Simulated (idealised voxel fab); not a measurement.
The document below concerns the process module designated voxel local oxidation.
205 nm wide, 5 nm square cells: that's cross-section cut.
For the purposes of this document, a cross-section shall be understood as a grid of square cells, specified as bands listed in top-to-bottom order, each band consisting of one or more rows of cells. This entry defines a band. It first specifies the height of the band's top and the height of its bottom in nm, and then specifies the band's materials from left to right, stating each material with its width in nm. The word "throughout" identifies a single material that fills the band from edge to edge, while the word "blank" identifies empty space. The level at which height equals 0 is the one under which the wafer, as it arrives, is entirely one material. No lower edge exists for the bottom band, which continues downward and is notated as in "0 down". A two-number width, for instance "30->40", indicates that the width is equal to the first number in the top row of the band and to the second number in the bottom row, and that it changes by a constant amount per row of cells. Given "nothing got changed" for a step, no cell of the cross-section differs between before and after that step. Reported under the label "Closed empty spaces" are the empty spaces having no open way to the top and comprising 8 cells or more; the notation for each is width x height at distance, in which the distance is measured from the left edge and all three values are in nm. after a step's settings: what the simulator itself notes on the step. overlay nm: step with mask; distance mask lay right of planned place; negative value = left of planned place.

THE PROCESS STEPS THAT WERE PLANNED ARE LISTED BELOW
1: RECEIVE,material Si
2: OXIDIZE,depth nm 5
3: CONFORMAL_DEP,material SiN,thk nm 10
4: MASKED_ETCH,tone cover,mask id ACTIVE,width nm 100,etch materials SiN,depth nm 10,overlay nm 0
5: SELECTIVE_ETCH,etch materials SiO2,depth nm 5
6: OXIDIZE,depth nm 10
7: STRIP,etch materials SiN

THE CROSS-SECTION HERE SHOWS THE WAFER AS RECEIVED, I.E. IN ITS STATE AFTER STEP 1
    0 down: Si throughout
    Closed empty spaces: none

FINAL WAFER PROFILE IN CROSS-SECTION AFTER THE MODULE, FROM THE SAME START AND PLAN AS ABOVE, WITH ONE MISTAKE MADE DURING PROCESSING
    -5 to -15: SiO2 throughout
    -15 down: Si throughout
    Closed empty spaces: none
Here's what went sideways: step 3 from the plan never happened, it was just skipped
